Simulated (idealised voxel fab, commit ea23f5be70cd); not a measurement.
process module | voxel self aligned vias
cross-section cut | 205 nm wide | cells 5 nm
A cross-section is a grid of square cells, given in bands from the top down. A band is one or more rows of cells.
Each band's line starts with the height of the band's top and of its bottom, in nm. Then come its materials from left to right, each with its width in nm. One material with "throughout" fills the band from edge to edge. "air" is empty space.
Height 0 is the level under which the wafer as received is all one material. The lowest band goes on downwards, as in "0 down".
A width such as "30 to 40" changes by the same amount from each row of cells to the next, from the band's top row to its bottom row.
"no change" after a step means that no cell of the cross-section changed.
closed voids: empty space of 8 cells or more with no open way to the top, each as width x height at its distance from the left edge, in nm
after a step's settings: what the simulator itself notes on the step
overlay nm, on a step with a mask: how far to the right of its planned place the mask lay; to the left if negative
plan
1 op RECEIVE | material Si
2 op CONFORMAL_DEP | material SiO2 | thk nm 10
3 op CONFORMAL_DEP | material SiCN | thk nm 5
4 op DIRECTIONAL_DEP | material lowk | thk nm 30
5 op MASKED_ETCH | tone open | mask id LINES | width nm 15 | pitch nm 65 | etch materials lowk | depth nm 30 | overlay nm 0
6 op CONFORMAL_DEP | material TiN | thk nm 5
7 op FILL_DEP | material W | thk nm 5
8 op CMP | height nm 45
9 op SELECTIVE_ETCH | etch materials W Ru TiN | depth nm 5
10 op FILL_DEP | material SiN | thk nm 5
11 op CMP | height nm 45
12 op DIRECTIONAL_DEP | material lowk | thk nm 15
13 op PATTERN | tone open | mask id VIAS | material resist | width nm 40 | pitch nm 65 | thk nm 20 | overlay nm 0
14 op DIRECTIONAL_ETCH | etch materials lowk | depth nm 15
15 op DIRECTIONAL_ETCH | etch materials SiN | depth nm 5
16 op STRIP | etch materials resist
17 op CONFORMAL_DEP | material TiN | thk nm 5
18 op FILL_DEP | material Cu | thk nm 10
19 op CMP | height nm 60
20 op CONFORMAL_DEP | material SiCN | thk nm 5
varied across the wafers: width nm of step 5. The plan shows the first wafer's value. All wafers start alike
first wafer as received, after step 1
  0 down: Si throughout
  closed voids: none
each wafer at the end: cells of each material gained (+) or lost (-) since it was received, then its closed voids
width nm 15 | +39 Cu | +82 SiCN | +82 SiO2 | +75 TiN | +12 W | +243 lowk | closed voids: none
width nm 20 | +42 Cu | +82 SiCN | +82 SiO2 | +78 TiN | +24 W | +225 lowk | closed voids: none
width nm 25 | +45 Cu | +82 SiCN | +82 SiO2 | +81 TiN | +36 W | +207 lowk | closed voids: none
width nm 30 | +48 Cu | +82 SiCN | +82 SiO2 | +84 TiN | +48 W | +189 lowk | closed voids: none
width nm 35 | +51 Cu | +82 SiCN | +82 SiO2 | +87 TiN | +60 W | +171 lowk | closed voids: none
